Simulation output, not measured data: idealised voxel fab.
The following is a process module called voxel ribs on slabs.
For reference, the cross-section in this document is cut, with width 290 nm and square cells of 5 nm.
Reading order for cross-sections: top band down to bottom band. Underlying form: a grid of square cells. Band size: one or more rows of cells.
Read a band's entry like this: the first values are the height of its top and the height of its bottom in nm, and what follows is the sequence of materials from left to right, each with its width in nm. Note that "air" is empty space, and that a single material marked "throughout" reaches across the band from edge to edge.
A quick word on heights: they are counted from 0, and under that level the wafer as it came to us is one material throughout. The lowest band is different from the rest in having no bottom; it simply continues downward, written as in "from 0 down".
It should be noted that a width expressed as "30->40" varies in equal increments from row to row of cells within the band, taking the value of the first number at the top row and that of the second number at the bottom row.
"remains unaltered" means the step left every cell of the cross-section as it was.
Entry "Cavities, sealed". Content: empty spaces with no open connection to the top, size 8 cells or greater. Each: width x height at distance. Distance: from left edge. Unit: nm.
Past the settings on a step's line: simulator remark, on that step.
The setting "overlay nm" may be written on the line of a step. When the step uses a mask, the value reports how far to the right of the planned place the mask lay, and a negative value reports that it lay to the left.
Set out below are the planned steps of the process:
1 RECEIVE (material Si)
2 DIRECTIONAL_DEP (material SiO2; thk nm 30)
3 DIRECTIONAL_DEP (material SiN; thk nm 25)
4 MASKED_ETCH (tone cover; mask id RIB; width nm 20; etch materials SiN; depth nm 10; overlay nm 0)
5 MASKED_ETCH (tone cover; mask id SLAB; width nm 80; etch materials SiN; depth nm 15; overlay nm 0)
6 FILL_DEP (material SiO2; thk nm 20)
7 CMP (height nm 70)
8 DIRECTIONAL_DEP (material W; thk nm 5)
9 MASKED_ETCH (tone cover; mask id HEATER; width nm 30; etch materials W; depth nm 5; overlay nm 0)
10 CONFORMAL_DEP (material SiO2; thk nm 5)
First of two wafers, processed according to plan:
Cross-sectional view of the wafer in its as-received condition, corresponding to the state after step 1:
* from 0 down: Si throughout
* Cavities, sealed: none
Wafer after step 2 (cross-section):
* from 30 to 0: SiO2 throughout
* Under 0: no change, same as before.
Wafer after step 3 (cross-section):
* from 55 to 30: SiN throughout
* Under 30: no change, same as before.
Wafer after step 4 (cross-section):
* from 55 to 45: air 135  SiN 20  air 135
* Under 45: no change, same as before.
Wafer after step 5 (cross-section):
* from 55 to 45: air 135  SiN 20  air 135
* from 45 to 30: air 105  SiN 80  air 105
* Under 30: no change, same as before.
Wafer after step 6 (cross-section):
* from 75 to 55: SiO2 throughout
* from 55 to 45: SiO2 135  SiN 20  SiO2 135
* from 45 to 30: SiO2 105  SiN 80  SiO2 105
* Under 30: no change, same as before.
Wafer after step 7 (cross-section):
* from 70 to 55: SiO2 throughout
* Under 55: no change, same as before.
Wafer after step 8 (cross-section):
* from 75 to 70: W throughout
* Under 70: no change, same as before.
Wafer after step 9 (cross-section):
* from 75 to 70: air 130  W 30  air 130
* Under 70: no change, same as before.
Wafer after step 10 (cross-section):
* from 80 to 75: air 125  SiO2 40  air 125
* from 75 to 70: SiO2 130  W 30  SiO2 130
* Under 70: no change, same as before.
Wafer two. Identical start, identical plan. One mistake in execution. Identical history through step 2:
At the planned end of step 3, the second wafer in cross-section:
* from 65 to 30: SiN throughout
* Under 30: no change, same as before.
At the planned end of step 4, the second wafer in cross-section:
* from 65 to 55: air 135  SiN 20  air 135
* Under 55: no change, same as before.
At the planned end of step 5, the second wafer in cross-section:
* from 65 to 55: air 135  SiN 20  air 135
* from 55 to 40: air 105  SiN 80  air 105
* Under 40: no change, same as before.
At the planned end of step 6, the second wafer in cross-section:
* from 85 to 65: SiO2 throughout
* from 65 to 55: SiO2 135  SiN 20  SiO2 135
* from 55 to 40: SiO2 105  SiN 80  SiO2 105
* Under 40: no change, same as before.
At the planned end of step 7, the second wafer in cross-section:
* from 70 to 65: SiO2 throughout
* Under 65: no change, same as before.
At the planned end of step 8, the second wafer in cross-section:
* from 75 to 70: W throughout
* Under 70: no change, same as before.
At the planned end of step 9, the second wafer in cross-section:
* from 75 to 70: air 130  W 30  air 130
* Under 70: no change, same as before.
At the planned end of step 10, the second wafer in cross-section:
* from 80 to 75: air 125  SiO2 40  air 125
* from 75 to 70: SiO2 130  W 30  SiO2 130
* Under 70: no change, same as before.
Finding, execution versus plan: the process deviated at step 3: the operation and settings actually run there were DIRECTIONAL_DEP (material SiN; thk nm 35)
Final wafer comparison in cells, second versus first, more or fewer per material: SiN +116 | SiO2 -116
